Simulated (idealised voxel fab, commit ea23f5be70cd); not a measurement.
process module | voxel lift off
cross-section cut | 300 nm wide | cells 5 nm
A cross-section is a grid of square cells, given in bands from the top down. A band is one or more rows of cells.
Each band's line starts with the height of the band's top and of its bottom, in nm. Then come its materials from left to right, each with its width in nm. One material with "throughout" fills the band from edge to edge. "air" is empty space.
Height 0 is the level under which the wafer as received is all one material. The lowest band goes on downwards, as in "0 down".
A width such as "30 to 40" changes by the same amount from each row of cells to the next, from the band's top row to its bottom row.
"no change" after a step means that no cell of the cross-section changed.
closed voids: empty space of 8 cells or more with no open way to the top, each as width x height at its distance from the left edge, in nm
after a step's settings: what the simulator itself notes on the step
overlay nm, on a step with a mask: how far to the right of its planned place the mask lay; to the left if negative
plan
1 op RECEIVE | material Si
2 op CONFORMAL_DEP | material Al2O3 | thk nm 10
3 op PATTERN | tone open | mask id LINES | material resist | width nm 20 | pitch nm 35 | thk nm 30 | overlay nm 0
4 op DIRECTIONAL_DEP | material Ru | thk nm 15
5 op STRIP | etch materials resist
6 op CONFORMAL_DEP | material SiCN | thk nm 10
first wafer, as planned
as received, after step 1
  0 down: Si throughout
  closed voids: none
after step 2
  10 to 0: Al2O3 throughout
  below 0: unchanged
after step 3
  40 to 10: resist 120 | air 20 | resist 15 | air 20 | resist 125
  below 10: unchanged
after step 4
  55 to 40: Ru 120 | air 20 | Ru 15 | air 20 | Ru 125
  40 to 25: resist 120 | air 20 | resist 15 | air 20 | resist 125
  25 to 10: resist 120 | Ru 20 | resist 15 | Ru 20 | resist 125
  below 10: unchanged
after step 5
  25 to 10: air 120 | Ru 20 | air 15 | Ru 20 | air 125
  below 10: unchanged
after step 6
  35 to 25: air 110 | SiCN 75 | air 115
  25 to 20: air 110 | SiCN 10 | Ru 20 | SiCN 15 | Ru 20 | SiCN 10 | air 115
  20 to 10: SiCN 120 | Ru 20 | SiCN 15 | Ru 20 | SiCN 125
  below 10: unchanged
second wafer: like start, like plan, one mistake. Through step 3 it matches the first wafer
when step 4 should have ended
  55 to 40: SiCN 120 | air 20 | SiCN 15 | air 20 | SiCN 125
  40 to 25: resist 120 | air 20 | resist 15 | air 20 | resist 125
  25 to 10: resist 120 | SiCN 20 | resist 15 | SiCN 20 | resist 125
  below 10: unchanged
when step 5 should have ended
  25 to 10: air 120 | SiCN 20 | air 15 | SiCN 20 | air 125
  below 10: unchanged
when step 6 should have ended
  35 to 20: air 110 | SiCN 75 | air 115
  20 to 10: SiCN throughout
  below 10: unchanged
what went wrong: step 4 ran as: op DIRECTIONAL_DEP | material SiCN | thk nm 15
at the end the second wafer has, in cells: 24 fewer of Ru | 24 more of SiCN
